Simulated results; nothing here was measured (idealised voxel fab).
Process module in this document: voxel tone inversion
Square cell edge 5 nm, section width 250 nm, ID cut.
Cross-section spec: square-cell grid; bands listed top down; each band is one or more rows. For a band, the entry starts with two heights in nm, that of the top and then that of the bottom, and carries on with the band's materials in order from left to right, each alongside its width in nm; the word "full width" beside a single material means it fills the band edge to edge, and "blank" means empty space. Height 0 is the level under which the wafer as received is all one material. The lowest band goes on downwards, as in "0 -> down". A width such as "30->40" changes by the same amount from each row of cells to the next, from the band's top row to its bottom row. "remained the same" after a step means that no cell of the cross-section changed. "Voids, enclosed": empty spaces of 8 cells or more with no open way to the top, each given as width x height at distance, distance from the left edge, all in nm. The remark found on a step's line after its settings is issued by the simulator itself and pertains to that step. A step line may carry the setting "overlay nm", which, for steps involving a mask, states the distance by which the mask lay to the right of its intended position; negative values denote displacement to the left.
## Set out below are the planned steps of the process
1: RECEIVE (material Si)
2: CONFORMAL_DEP (material SiN; thk nm 10)
3: DIRECTIONAL_DEP (material polySi; thk nm 25)
4: PATTERN (tone cover; mask id POSTS; material resist; width nm 15; pitch nm 45; thk nm 35; overlay nm 0)
5: DIRECTIONAL_ETCH (etch materials polySi; depth nm 25)
6: STRIP (etch materials resist)
7: FILL_DEP (material SiO2; thk nm 10)
8: CMP (height nm 35)
9: STRIP (etch materials polySi)
10: CONFORMAL_DEP (material TiN; thk nm 5)
11: FILL_DEP (material Ru; thk nm 10)
12: CMP (height nm 35)
13: CONFORMAL_DEP (material SiN; thk nm 5)
The plan's step 10 thk nm is the first wafer's value; the wafers differ in this setting and start identical.
## The as-received cross-section of the first of several wafers corresponds to the state after step 1
  0 -> down  Si full width
  Voids, enclosed: none
## Module end state after final step 13: cross-section of the first of several wafers
  40 -> 35  SiN full width
  35 -> 15  70 of SiO2, then 5 of TiN, then 5 of Ru, then 5 of TiN, then 30 of SiO2, then 5 of TiN, then 5 of Ru, then 5 of TiN, then 30 of SiO2, then 5 of TiN, then 5 of Ru, then 5 of TiN, then 75 of SiO2
  15 -> 10  70 of SiO2, then 15 of TiN, then 30 of SiO2, then 15 of TiN, then 30 of SiO2, then 15 of TiN, then 75 of SiO2
  10 -> 0  SiN full width
  0 -> down  Si full width
  Voids, enclosed: none
## Cross-sectional view of the final wafer of several at the module's end
  40 -> 35  SiN full width
  35 -> 10  70 of SiO2, then 15 of TiN, then 30 of SiO2, then 15 of TiN, then 30 of SiO2, then 15 of TiN, then 75 of SiO2
  10 -> 0  SiN full width
  0 -> down  Si full width
  Voids, enclosed: none
## Heads up, this table goes wafer by wafer. A row tells you, at the end of the module, how many cells of each material that wafer has put on (+) or dropped (-) since it was received, and then its closed voids
thk nm 5; +12 Ru; +150 SiN; +205 SiO2; +33 TiN; Voids, enclosed: none
thk nm 10; +150 SiN; +205 SiO2; +45 TiN; Voids, enclosed: none
thk nm 15; +150 SiN; +205 SiO2; +45 TiN; Voids, enclosed: none
thk nm 20; +150 SiN; +205 SiO2; +45 TiN; Voids, enclosed: none
